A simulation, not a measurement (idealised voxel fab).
Process module name: voxel gate over fins
This is section cut - it's 265 nm across, gridded in 5 nm square cells.
Notation: cross-section as square-cell grid; stated in bands, top first, going down; one or more cell rows per band. The entry gives the band's vertical extent as a top height and a bottom height in nm, then its horizontal make-up as materials from left to right, each with a width in nm. "blank" stands for empty space; a single material marked "full width" fills the band edge to edge. Basically, 0 is our baseline, since under it the wafer straight out of the box is all one material. The bottom band has no lower end and keeps on going down, so it looks like "0 and below". It should be noted that a width expressed as "30 to 40" varies in equal increments from row to row of cells within the band, taking the value of the first number at the top row and that of the second number at the bottom row. The cross-section has no changed cell in any step marked "changes: none". "Cavities, sealed" enumerates empty spaces isolated from the top, with no open way to it, that contain at least 8 cells, giving each as width x height at distance from the left edge, all three in nm. Where a step's line continues beyond its settings, the continuation is a remark by the simulator itself on that step. "overlay nm", when on a step's line for a step with a mask, measures how far to the right of its planned place the mask lay; a negative measure means to the left.
# These are the steps we planned for the process
1) RECEIVE,material Si
2) CONFORMAL_DEP,material SiN,thk nm 10
3) DIRECTIONAL_DEP,material aC,thk nm 10
4) PATTERN,tone cover,mask id FINS,material resist,width nm 15,pitch nm 50,thk nm 30,overlay nm 0
5) DIRECTIONAL_ETCH,etch materials aC,depth nm 10
6) STRIP,etch materials resist
7) DIRECTIONAL_ETCH,etch materials SiN,depth nm 10
8) DIRECTIONAL_ETCH,etch materials Si,depth nm 30
9) STRIP,etch materials aC
10) FILL_DEP,material SiO2,thk nm 10
11) CMP,height nm 10
12) PATTERN,tone open,mask id RAIL,material resist,width nm 15,thk nm 20,overlay nm -15
13) DIRECTIONAL_ETCH,etch materials SiO2,depth nm 35
14) STRIP,etch materials resist
15) CONFORMAL_DEP,material TiN,thk nm 5
16) FILL_DEP,material W,thk nm 10
17) CMP,height nm 10
18) SELECTIVE_ETCH,etch materials W Ru TiN,depth nm 25
19) FILL_DEP,material SiO2,thk nm 5
20) CMP,height nm 10
21) SELECTIVE_ETCH,etch materials SiO2,depth nm 20
22) STRIP,etch materials SiN
23) CONFORMAL_DEP,material HfO2,thk nm 5
24) CONFORMAL_DEP,material TiN,thk nm 5
25) FILL_DEP,material W,thk nm 15
26) CMP,height nm 20
27) CONFORMAL_DEP,material SiCN,thk nm 5
Variable across wafers: step 12 overlay nm (plan value is that of the first wafer; starting state common to all).
# Received condition of the first of several wafers, sectioned: post-step 1
- 0 and below = Si full width
- Cavities, sealed: none
# Each row below is a wafer at the end of the module, listing for every material the number of cells it has gained (+) or lost (-) since it was received, followed by its closed voids
overlay nm -15 | +61 HfO2 | -282 Si | +53 SiCN | +184 SiO2 | +65 TiN | +184 W | Cavities, sealed: none
overlay nm -10 | +61 HfO2 | -282 Si | +53 SiCN | +182 SiO2 | +66 TiN | +185 W | Cavities, sealed: none
overlay nm -5 | +61 HfO2 | -282 Si | +53 SiCN | +182 SiO2 | +66 TiN | +185 W | Cavities, sealed: none
overlay nm 0 | +61 HfO2 | -282 Si | +53 SiCN | +182 SiO2 | +66 TiN | +185 W | Cavities, sealed: none
overlay nm 5 | +61 HfO2 | -282 Si | +53 SiCN | +182 SiO2 | +66 TiN | +185 W | Cavities, sealed: none
overlay nm 10 | +61 HfO2 | -282 Si | +53 SiCN | +182 SiO2 | +66 TiN | +185 W | Cavities, sealed: none
overlay nm 15 | +61 HfO2 | -282 Si | +53 SiCN | +184 SiO2 | +65 TiN | +184 W | Cavities, sealed: none
